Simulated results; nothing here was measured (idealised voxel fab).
Process module name: voxel self aligned vias
Section shown: cut. Width: 285 nm. Cell size: 5 nm, square.
Reading order for cross-sections: top band down to bottom band. Underlying form: a grid of square cells. Band size: one or more rows of cells. Heights first: top, then bottom, in nm. Then materials, left to right, each with a width in nm. "throughout" on a single material: fills the band edge to edge. "blank": empty space. Height 0 is the level under which the wafer as received is all one material. The lowest band goes on downwards, as in "0 -> down". Per-row width for "30..40": begins at first number (top row of band), ends at second number (bottom row), increment between rows held constant. Step marked "nothing changed"? Then no cell in the cross-section changed in it. The label "Encapsulated voids" introduces a list of the empty spaces, 8 cells or larger, that have no open way up to the top; each entry in it reads width x height at distance, where the distance is taken from the left edge and all three are stated in nm. Anything after a step's settings on that line? It's the simulator's own note about the step. overlay nm: step with mask; distance mask lay right of planned place; negative value = left of planned place.
## The process steps that were planned are listed below
1 RECEIVE (material Si)
2 CONFORMAL_DEP (material SiO2; thk nm 15)
3 CONFORMAL_DEP (material SiCN; thk nm 5)
4 DIRECTIONAL_DEP (material lowk; thk nm 30)
5 DIRECTIONAL_DEP (material aC; thk nm 10)
6 PATTERN (tone open; mask id LINES; material resist; width nm 30; pitch nm 55; thk nm 25; overlay nm 0)
7 DIRECTIONAL_ETCH (etch materials aC; depth nm 10)
8 STRIP (etch materials resist)
9 DIRECTIONAL_ETCH (etch materials lowk; depth nm 30)
10 STRIP (etch materials aC)
11 CONFORMAL_DEP (material TiN; thk nm 5)
12 FILL_DEP (material W; thk nm 10)
13 CMP (height nm 50)
14 SELECTIVE_ETCH (etch materials W Ru TiN; depth nm 5)
15 FILL_DEP (material SiN; thk nm 5)
16 CMP (height nm 50)
17 DIRECTIONAL_DEP (material lowk; thk nm 20)
18 PATTERN (tone open; mask id VIAS; material resist; width nm 40; thk nm 20; overlay nm 0)
19 DIRECTIONAL_ETCH (etch materials lowk; depth nm 20)
20 DIRECTIONAL_ETCH (etch materials SiN; depth nm 5)
21 STRIP (etch materials resist)
22 CONFORMAL_DEP (material TiN; thk nm 5)
23 FILL_DEP (material W; thk nm 10)
24 CMP (height nm 70)
25 CONFORMAL_DEP (material SiN; thk nm 5)
## So this is the incoming wafer in cross-section - it's already been through step 1
	0 -> down = Si throughout
	Encapsulated voids: none
## Starting wafer: above. Plan: above. Run: one mistake. Cross-section after the module: below
	75 -> 70 = SiN throughout
	70 -> 55 = W: 90  TiN: 5  lowk: 40  TiN: 5  W: 145
	55 -> 50 = TiN: 95  lowk: 40  TiN: 25  W: 20  TiN: 105
	50 -> 45 = lowk: 100  SiN: 30  lowk: 25  TiN: 30  lowk: 100
	45 -> 25 = lowk: 100  TiN: 5  W: 20  TiN: 5  lowk: 25  TiN: 5  W: 20  TiN: 5  lowk: 100
	25 -> 20 = lowk: 100  TiN: 30  lowk: 25  TiN: 30  lowk: 100
	20 -> 15 = SiCN throughout
	15 -> 0 = SiO2 throughout
	0 -> down = Si throughout
	Encapsulated voids: none
Deviation from plan: step 18 did not use the planned setting and instead ran as PATTERN (tone cover; mask id VIAS; material resist; width nm 40; thk nm 20; overlay nm 0)
